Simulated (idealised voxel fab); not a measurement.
The process module presented herein is designated voxel self aligned vias.
Each square cell in cross-section cut measures 5 nm, and the section as a whole is 280 nm wide.
The cross-sections in this document take the form of a grid made of square cells. They are written out as bands, in order from top to bottom. Each band consists of one or more rows of cells. A band entry consists of two parts. The first gives the height of the band's top and the height of its bottom, in nm. The rest lists the band's materials from left to right, each with its width in nm. A single material labelled with the word "everywhere" fills the band from edge to edge, and the word "blank" marks empty space. The reference from which all heights are counted is 0, the level beneath which the as-received wafer is entirely one material; the lowest band, having no lower bound, proceeds downward and is written after the example "0 and below". The two numbers in a width such as "30->40" mark its ends across the band: the first belongs to the top row of cells, the second to the bottom row, and from each row to the next the width moves by the same amount. Step note "left unchanged" = no cross-section cell changed. Under "Closed void entries" you'll find the enclosed gaps, the ones with no way out to the top, that are 8 cells or bigger; each reads width x height at distance, with distance counted from the left edge, everything in nm. What comes after the settings on a step's line is commentary from the simulator itself on that step. overlay nm, on a step with a mask: how far to the right of its planned place the mask lay; to the left if negative.
Process steps foreseen in the plan
1. RECEIVE | material Si
2. CONFORMAL_DEP | material SiO2 | thk nm 10
3. CONFORMAL_DEP | material SiCN | thk nm 5
4. DIRECTIONAL_DEP | material lowk | thk nm 20
5. DIRECTIONAL_DEP | material aC | thk nm 10
6. PATTERN | tone open | mask id LINES | material resist | width nm 30 | pitch nm 65 | thk nm 30 | overlay nm 0
7. DIRECTIONAL_ETCH | etch materials aC | depth nm 10
8. STRIP | etch materials resist
9. DIRECTIONAL_ETCH | etch materials lowk | depth nm 20
10. STRIP | etch materials aC
11. CONFORMAL_DEP | material TiN | thk nm 5
12. FILL_DEP | material W | thk nm 10
13. CMP | height nm 35
14. SELECTIVE_ETCH | etch materials W Ru TiN | depth nm 5
15. FILL_DEP | material SiN | thk nm 5
16. CMP | height nm 35
17. DIRECTIONAL_DEP | material lowk | thk nm 20
18. PATTERN | tone open | mask id VIAS | material resist | width nm 40 | thk nm 20 | overlay nm 0
19. DIRECTIONAL_ETCH | etch materials lowk | depth nm 20
20. DIRECTIONAL_ETCH | etch materials SiN | depth nm 5
21. STRIP | etch materials resist
22. CONFORMAL_DEP | material TiN | thk nm 5
23. FILL_DEP | material Cu | thk nm 5
24. CMP | height nm 55
25. CONFORMAL_DEP | material SiN | thk nm 5
This is the cross-section of the wafer as we received it, i.e. after step 1
> 0 and below  Si everywhere
> Closed void entries: none
Cross-sectional view of the first of the two wafers upon completion of the module, processed in accordance with the plan
> 60 down to 55  SiN everywhere
> 55 down to 40  lowk 85  TiN 5  Cu 30  TiN 5  lowk 155
> 40 down to 35  lowk 85  TiN 10  Cu 20  TiN 10  lowk 155
> 35 down to 30  lowk 90  TiN 30  lowk 35  SiN 30  lowk 95
> 30 down to 20  lowk 90  TiN 5  W 20  TiN 5  lowk 35  TiN 5  W 20  TiN 5  lowk 95
> 20 down to 15  lowk 90  TiN 30  lowk 35  TiN 30  lowk 95
> 15 down to 10  SiCN everywhere
> 10 down to 0  SiO2 everywhere
> 0 and below  Si everywhere
> Closed void entries: none
Here is the second of the two wafers cut open at the end of the module - same start, same plan as the first one, but we made one mistake running it
> 60 down to 55  SiN everywhere
> 55 down to 35  lowk 85  TiN 5  Cu 30  TiN 5  lowk 155
> 35 down to 30  SiN 85  TiN 40  SiN 155
> 30 down to 15  lowk 90  TiN 5  W 20  TiN 5  lowk 35  TiN 5  W 20  TiN 5  lowk 95
> 15 down to 10  lowk 90  TiN 30  lowk 35  TiN 30  lowk 95
> 10 down to 5  SiCN everywhere
> 5 down to 0  SiO2 everywhere
> 0 and below  Si everywhere
> Closed void entries: none
Finding, execution versus plan: step 2 deviated from plan and actually ran as CONFORMAL_DEP | material SiO2 | thk nm 5
The final cell counts differ between the wafers, with the second having more or fewer of some materials than the first: 2 more of Cu, 42 more of SiN, 56 fewer of SiO2, 4 more of TiN, 8 more of W
